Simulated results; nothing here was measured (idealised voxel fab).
Process module heading - voxel wiring stack
Shown is cross-section cut, with a width of 250 nm and square cells of size 5 nm.
The cross-sections in this document take the form of a grid made of square cells. They are written out as bands, in order from top to bottom. Each band consists of one or more rows of cells.
Basically the band line says how high the top is and how high the bottom is, in nm, and then what's in it from left to right, every material with its width in nm. Empty space shows up as "blank", and if a single material carries "edge to edge" it runs the full band edge to edge.
Basically, 0 is our baseline, since under it the wafer straight out of the box is all one material. The bottom band has no lower end and keeps on going down, so it looks like "0 and below".
The width entry "30->40" should be interpreted row by row: the top row of cells in the band takes the first number, the bottom row takes the second number, and the change between adjacent rows is uniform throughout.
You'll sometimes find "remains unaltered" written for a step, and that's the way of saying that nowhere in the cross-section did a cell change during that step.
Voids not open to the top, 8 cells minimum: see "Closed void inventory". Written width x height at distance; distance is from the left edge; nm.
Where a step's line continues beyond its settings, the continuation is a remark by the simulator itself on that step.
Each step line may optionally specify "overlay nm", which for a step with a mask gives the rightward distance between the mask's planned place and where it lay, a negative value indicating the leftward direction.
If you're wondering how to read the rest of this, here's the deal. It's pairs of cross-sections: one from before a process step, one from after it. The after one is only drawn as far down as the lowest band that changed. Right under each pair you'll see which step sits between them and what its settings were. Don't read the pairs as one continuous story, though. They can come from different runs of this module on the same starting wafer, and a pair only carries on from the one above it where its entry headed "State before" says so.

## State before
    125 down to 105 = 75 resist, 20 blank, 20 resist, 20 blank, 20 resist, 20 blank, 75 resist
    105 down to 70 = 75 lowk, 15 blank, 25 lowk, 15 blank, 25 lowk, 15 blank, 80 lowk
    70 down to 65 = SiCN edge to edge
    65 down to 50 = Ru edge to edge
    50 down to 45 = SiCN edge to edge
    45 down to 35 = 75 SiO2, 5 TiN, 5 Cu, 5 TiN, 25 SiO2, 5 TiN, 5 Cu, 5 TiN, 25 SiO2, 5 TiN, 5 Cu, 5 TiN, 80 SiO2
    35 down to 30 = 75 SiCN, 15 TiN, 25 SiCN, 15 TiN, 25 SiCN, 15 TiN, 80 SiCN
    30 down to 15 = 75 lowk, 5 TiN, 10 W, 5 TiN, 20 lowk, 5 TiN, 10 W, 5 TiN, 20 lowk, 5 TiN, 10 W, 5 TiN, 75 lowk
    15 down to 10 = 75 SiCN, 20 TiN, 20 SiCN, 20 TiN, 20 SiCN, 20 TiN, 75 SiCN
    10 down to 0 = SiO2 edge to edge
    0 and below = Si edge to edge
    Closed void inventory: none

## Sectional Result
    125 down to 105 = 75 resist, 20 blank, 20 resist, 20 blank, 20 resist, 20 blank, 75 resist
    105 down to 85 = 75 lowk, 20 blank, 20 lowk, 20 blank, 20 lowk, 20 blank, 75 lowk
    No changes below 85.
    Closed void inventory: none
Operation between the pre and post cross-sections above: DIRECTIONAL_ETCH with etch materials lowk, depth nm 20

State before: nothing new to draw here, it's the after view of the pair just above.

## Sectional Result
    125 down to 105 = 75 resist, 20 blank, 20 resist, 20 blank, 20 resist, 20 blank, 75 resist
    105 down to 85 = 75 lowk, 20 blank, 20 lowk, 20 blank, 20 lowk, 20 blank, 75 lowk
    85 down to 70 = 75 lowk, 15 blank, 25 lowk, 15 blank, 25 lowk, 15 blank, 80 lowk
    70 down to 65 = 75 SiCN, 15 blank, 25 SiCN, 15 blank, 25 SiCN, 15 blank, 80 SiCN
    No changes below 65.
    Closed void inventory: none
Operation between the pre and post cross-sections above: DIRECTIONAL_ETCH with etch materials SiCN, depth nm 5

State before: nothing new to draw here, it's the after view of the pair just above.

## Sectional Result
    105 down to 85 = 75 lowk, 20 blank, 20 lowk, 20 blank, 20 lowk, 20 blank, 75 lowk
    No changes below 85.
    Closed void inventory: none
Operation between the pre and post cross-sections above: STRIP with etch materials resist

State before: nothing new to draw here, it's the after view of the pair just above.

## Sectional Result
    110 down to 105 = 80 TiN, 10 blank, 30 TiN, 10 blank, 30 TiN, 10 blank, 80 TiN
    105 down to 90 = 75 lowk, 5 TiN, 10 blank, 5 TiN, 20 lowk, 5 TiN, 10 blank, 5 TiN, 20 lowk, 5 TiN, 10 blank, 5 TiN, 75 lowk
    90 down to 85 = 75 lowk, 5 TiN, 5 blank, 10 TiN, 20 lowk, 5 TiN, 5 blank, 10 TiN, 20 lowk, 5 TiN, 5 blank, 10 TiN, 75 lowk
    85 down to 70 = 75 lowk, 5 TiN, 5 blank, 5 TiN, 25 lowk, 5 TiN, 5 blank, 5 TiN, 25 lowk, 5 TiN, 5 blank, 5 TiN, 80 lowk
    70 down to 65 = 75 SiCN, 15 TiN, 25 SiCN, 15 TiN, 25 SiCN, 15 TiN, 80 SiCN
    No changes below 65.
    Closed void inventory: none
Operation between the pre and post cross-sections above: CONFORMAL_DEP with material TiN, thk nm 5

State before: nothing new to draw here, it's the after view of the pair just above.

## Sectional Result
    115 down to 110 = Cu edge to edge
    110 down to 105 = 80 TiN, 10 Cu, 30 TiN, 10 Cu, 30 TiN, 10 Cu, 80 TiN
    105 down to 90 = 75 lowk, 5 TiN, 10 Cu, 5 TiN, 20 lowk, 5 TiN, 10 Cu, 5 TiN, 20 lowk, 5 TiN, 10 Cu, 5 TiN, 75 lowk
    90 down to 85 = 75 lowk, 5 TiN, 5 Cu, 10 TiN, 20 lowk, 5 TiN, 5 Cu, 10 TiN, 20 lowk, 5 TiN, 5 Cu, 10 TiN, 75 lowk
    85 down to 70 = 75 lowk, 5 TiN, 5 Cu, 5 TiN, 25 lowk, 5 TiN, 5 Cu, 5 TiN, 25 lowk, 5 TiN, 5 Cu, 5 TiN, 80 lowk
    No changes below 70.
    Closed void inventory: none
Operation between the pre and post cross-sections above: FILL_DEP with material Cu, thk nm 5

State before: nothing new to draw here, it's the after view of the pair just above.

## Sectional Result
    105 down to 90 = 75 lowk, 5 TiN, 10 Cu, 5 TiN, 20 lowk, 5 TiN, 10 Cu, 5 TiN, 20 lowk, 5 TiN, 10 Cu, 5 TiN, 75 lowk
    No changes below 90.
    Closed void inventory: none
Operation between the pre and post cross-sections above: CMP with height nm 105

State before: nothing new to draw here, it's the after view of the pair just above.

## Sectional Result
    110 down to 105 = SiN edge to edge
    No changes below 105.
    Closed void inventory: none
Operation between the pre and post cross-sections above: CONFORMAL_DEP with material SiN, thk nm 5

## State before
    105 down to 70 = 75 lowk, 15 blank, 25 lowk, 15 blank, 25 lowk, 15 blank, 80 lowk
    70 down to 65 = SiCN edge to edge
    65 down to 50 = 75 SiO2, 5 TiN, 10 Ru, 5 TiN, 20 SiO2, 5 TiN, 10 Ru, 5 TiN, 20 SiO2, 5 TiN, 10 Ru, 5 TiN, 75 SiO2
    50 down to 45 = 75 SiCN, 20 TiN, 20 SiCN, 20 TiN, 20 SiCN, 20 TiN, 75 SiCN
    45 down to 35 = 75 SiO2, 5 TiN, 5 Cu, 5 TiN, 25 SiO2, 5 TiN, 5 Cu, 5 TiN, 25 SiO2, 5 TiN, 5 Cu, 5 TiN, 80 SiO2
    35 down to 30 = 75 SiCN, 15 TiN, 25 SiCN, 15 TiN, 25 SiCN, 15 TiN, 80 SiCN
    30 down to 15 = 75 lowk, 5 TiN, 10 W, 5 TiN, 20 lowk, 5 TiN, 10 W, 5 TiN, 20 lowk, 5 TiN, 10 W, 5 TiN, 75 lowk
    15 down to 10 = 75 SiCN, 20 TiN, 20 SiCN, 20 TiN, 20 SiCN, 20 TiN, 75 SiCN
    10 down to 0 = SiO2 edge to edge
    0 and below = Si edge to edge
    Closed void inventory: none

## Sectional Result
    125 down to 105 = 75 blank, 20 resist, 20 blank, 20 resist, 20 blank, 20 resist, 75 blank
    105 down to 70 = 75 lowk, 15 resist, 25 lowk, 15 resist, 25 lowk, 15 resist, 80 lowk
    No changes below 70.
    Closed void inventory: none
Operation between the pre and post cross-sections above: PATTERN with tone cover, mask id METAL_3, material resist, width nm 20, pitch nm 40, thk nm 20, overlay nm 0

State before: nothing new to draw here, it's the after view of the pair just above.

## Sectional Result
    125 down to 105 = 75 blank, 20 resist, 20 blank, 20 resist, 20 blank, 20 resist, 75 blank
    105 down to 85 = 75 blank, 15 resist, 5 lowk, 20 blank, 15 resist, 5 lowk, 20 blank, 15 resist, 5 lowk, 75 blank
    No changes below 85.
    Closed void inventory: none
Operation between the pre and post cross-sections above: DIRECTIONAL_ETCH with etch materials lowk, depth nm 20

State before: nothing new to draw here, it's the after view of the pair just above.

## Sectional Result
    105 down to 85 = 90 blank, 5 lowk, 35 blank, 5 lowk, 35 blank, 5 lowk, 75 blank
    85 down to 70 = 75 lowk, 15 blank, 25 lowk, 15 blank, 25 lowk, 15 blank, 80 lowk
    No changes below 70.
    Closed void inventory: none
Operation between the pre and post cross-sections above: STRIP with etch materials resist

State before: nothing new to draw here, it's the after view of the pair just above.

## Sectional Result
    110 down to 105 = 85 blank, 15 TiN, 25 blank, 15 TiN, 25 blank, 15 TiN, 70 blank
    105 down to 90 = 85 blank, 5 TiN, 5 lowk, 5 TiN, 25 blank, 5 TiN, 5 lowk, 5 TiN, 25 blank, 5 TiN, 5 lowk, 5 TiN, 70 blank
    90 down to 85 = 80 TiN, 5 blank, 5 TiN, 5 lowk, 25 TiN, 5 blank, 5 TiN, 5 lowk, 25 TiN, 5 blank, 5 TiN, 5 lowk, 75 TiN
    85 down to 75 = 75 lowk, 5 TiN, 5 blank, 5 TiN, 25 lowk, 5 TiN, 5 blank, 5 TiN, 25 lowk, 5 TiN, 5 blank, 5 TiN, 80 lowk
    75 down to 70 = 75 lowk, 15 TiN, 25 lowk, 15 TiN, 25 lowk, 15 TiN, 80 lowk
    No changes below 70.
    Closed void inventory: none
Operation between the pre and post cross-sections above: CONFORMAL_DEP with material TiN, thk nm 5

State before: nothing new to draw here, it's the after view of the pair just above.

## Sectional Result
    115 down to 110 = Cu edge to edge
    110 down to 105 = 85 Cu, 15 TiN, 25 Cu, 15 TiN, 25 Cu, 15 TiN, 70 Cu
    105 down to 90 = 85 Cu, 5 TiN, 5 lowk, 5 TiN, 25 Cu, 5 TiN, 5 lowk, 5 TiN, 25 Cu, 5 TiN, 5 lowk, 5 TiN, 70 Cu
    90 down to 85 = 80 TiN, 5 Cu, 5 TiN, 5 lowk, 25 TiN, 5 Cu, 5 TiN, 5 lowk, 25 TiN, 5 Cu, 5 TiN, 5 lowk, 75 TiN
    85 down to 75 = 75 lowk, 5 TiN, 5 Cu, 5 TiN, 25 lowk, 5 TiN, 5 Cu, 5 TiN, 25 lowk, 5 TiN, 5 Cu, 5 TiN, 80 lowk
    No changes below 75.
    Closed void inventory: none
Operation between the pre and post cross-sections above: FILL_DEP with material Cu, thk nm 5

State before: nothing new to draw here, it's the after view of the pair just above.

## Sectional Result
    105 down to 90 = 85 Cu, 5 TiN, 5 lowk, 5 TiN, 25 Cu, 5 TiN, 5 lowk, 5 TiN, 25 Cu, 5 TiN, 5 lowk, 5 TiN, 70 Cu
    No changes below 90.
    Closed void inventory: none
Operation between the pre and post cross-sections above: CMP with height nm 105

State before: nothing new to draw here, it's the after view of the pair just above.

## Sectional Result
    110 down to 105 = SiN edge to edge
    No changes below 105.
    Closed void inventory: none
Operation between the pre and post cross-sections above: CONFORMAL_DEP with material SiN, thk nm 5
